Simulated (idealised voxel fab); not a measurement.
Process module in this document: voxel plated lines
It is cross-section cut that appears here, measuring 225 nm in width, its square cells being 5 nm in size.
Throughout this document, each cross-section is represented as a grid of square cells and is presented as a sequence of bands enumerated from the top downward, where a band comprises one or more rows of cells. Within each band entry, the heights of the top and of the bottom of the band appear first, in that order and in nm; the materials of the band then follow from left to right, each with its corresponding width in nm. The designation "all across" on a single material indicates that it fills the band from edge to edge; the designation "empty" indicates empty space. Below 0: as-received wafer, all one material; heights counted from there. Lowest band: no bottom, goes on down, written "0..down". Read "30->40" as a graded width: first number on top, second number at the bottom, same change between each pair of neighbouring rows. When a step is marked "no modifications", none of the cells in the cross-section changed during that step. This entry, "Closed void register", enumerates those empty regions of no fewer than 8 cells that possess no open connection to the top. Each region is reported in the form width x height at distance, the distance being taken from the left edge, with all three quantities expressed in nm. On each step's line, the part that comes after the settings is the simulator's own comment on the step. If you see "overlay nm" on a step's line and that step has a mask, it's telling you how far right of where it was planned the mask ended up; a negative number means it went left instead.

[List of planned process steps]
1 RECEIVE: material Si
2 CONFORMAL_DEP: material SiN, thk nm 10
3 DIRECTIONAL_DEP: material TiN, thk nm 5
4 PATTERN: tone open, mask id LINES, material resist, width nm 30, pitch nm 45, thk nm 40, overlay nm 0
5 EPI: material Ru, thk nm 5
6 EPI: material Ru, thk nm 10
7 EPI: material Ru, thk nm 5
8 STRIP: etch materials resist
9 DIRECTIONAL_ETCH: etch materials TiN, depth nm 5
10 CONFORMAL_DEP: material SiO2, thk nm 10

[as received, after step 1]
	0..down  Si all across
	Closed void register: none

[Cross-section taken at module completion on the first of two wafers; processed per the plan]
	45..35  65 nm empty  95 nm SiO2  65 nm empty
	35..20  65 nm empty  10 nm SiO2  30 nm Ru  15 nm SiO2  30 nm Ru  10 nm SiO2  65 nm empty
	20..15  75 nm SiO2  30 nm Ru  15 nm SiO2  30 nm Ru  75 nm SiO2
	15..10  75 nm SiO2  30 nm TiN  15 nm SiO2  30 nm TiN  75 nm SiO2
	10..0  SiN all across
	0..down  Si all across
	Closed void register: none

[Wafer two cross-section, module end. Start and plan unchanged from wafer one; one mistake made during the run]
	40..30  65 nm empty  95 nm SiO2  65 nm empty
	30..15  65 nm empty  10 nm SiO2  30 nm Ru  15 nm SiO2  30 nm Ru  10 nm SiO2  65 nm empty
	15..10  75 nm SiO2  30 nm Ru  15 nm SiO2  30 nm Ru  75 nm SiO2
	10..5  75 nm SiO2  30 nm TiN  15 nm SiO2  30 nm TiN  75 nm SiO2
	5..0  SiN all across
	0..down  Si all across
	Closed void register: none
The mistake made against the process plan was this: the process deviated at step 2: the operation and settings actually run there were CONFORMAL_DEP: material SiN, thk nm 5
Looking at both finished wafers in cells, the second ends up ahead of or behind the first on some materials: SiN -45
